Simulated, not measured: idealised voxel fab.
This section sets out a process module, namely voxel lift off.
Cross-section cut: width 160 nm, square cells of 5 nm.
Cross-section format: a grid of square cells, given as bands from top to bottom; each band is one or more rows of cells. Top, bottom (nm), then materials left to right with widths (nm); lone material tagged "everywhere" fills the whole band edge to edge; "air" = empty space. Measure heights from 0. That's the level where, below it, the as-received wafer is all one material. The lowest band is bottomless and extends downward; write it as in "0 -> down". Think of "30->40" as a width that walks from the first number to the second as you go down the band, top row to bottom row, taking equal-sized steps from row to row. Given "no modifications" for a step, no cell of the cross-section differs between before and after that step. The list in "Fully sealed voids" covers empty spaces of 8 cells or more that cannot reach the top through any open way, and it gives each as width x height at distance; the distance is from the left edge, and width, height and distance are in nm. What comes after the settings on a step's line is commentary from the simulator itself on that step. overlay nm: for a step with a mask, the amount by which the mask lay right of where it was planned; a negative amount means left of it.

-- The planned process steps are enumerated hereunder
1 RECEIVE [material Si]
2 CONFORMAL_DEP [material SiO2] [thk nm 5]
3 PATTERN [tone open] [mask id LINES] [material resist] [width nm 15] [pitch nm 30] [thk nm 20] [overlay nm 0]
4 DIRECTIONAL_DEP [material Ru] [thk nm 10]
5 STRIP [etch materials resist]
6 CONFORMAL_DEP [material SiO2] [thk nm 10]

-- Wafer at receipt (post step 1), cross-section
0 -> down: Si everywhere
Fully sealed voids: none

-- Post-module cross-section: identical start and plan to those above, one misstep in execution
25 -> 15: air 35 nm, SiO2 65 nm, air 60 nm
15 -> 5: SiO2 45 nm, Ru 15 nm, SiO2 15 nm, Ru 15 nm, SiO2 70 nm
5 -> 0: SiO2 everywhere
0 -> down: Si everywhere
Fully sealed voids: none
Processing error: step 3 was not run as planned; what actually ran was PATTERN [tone open] [mask id LINES] [material resist] [width nm 15] [pitch nm 30] [thk nm 20] [overlay nm -10]
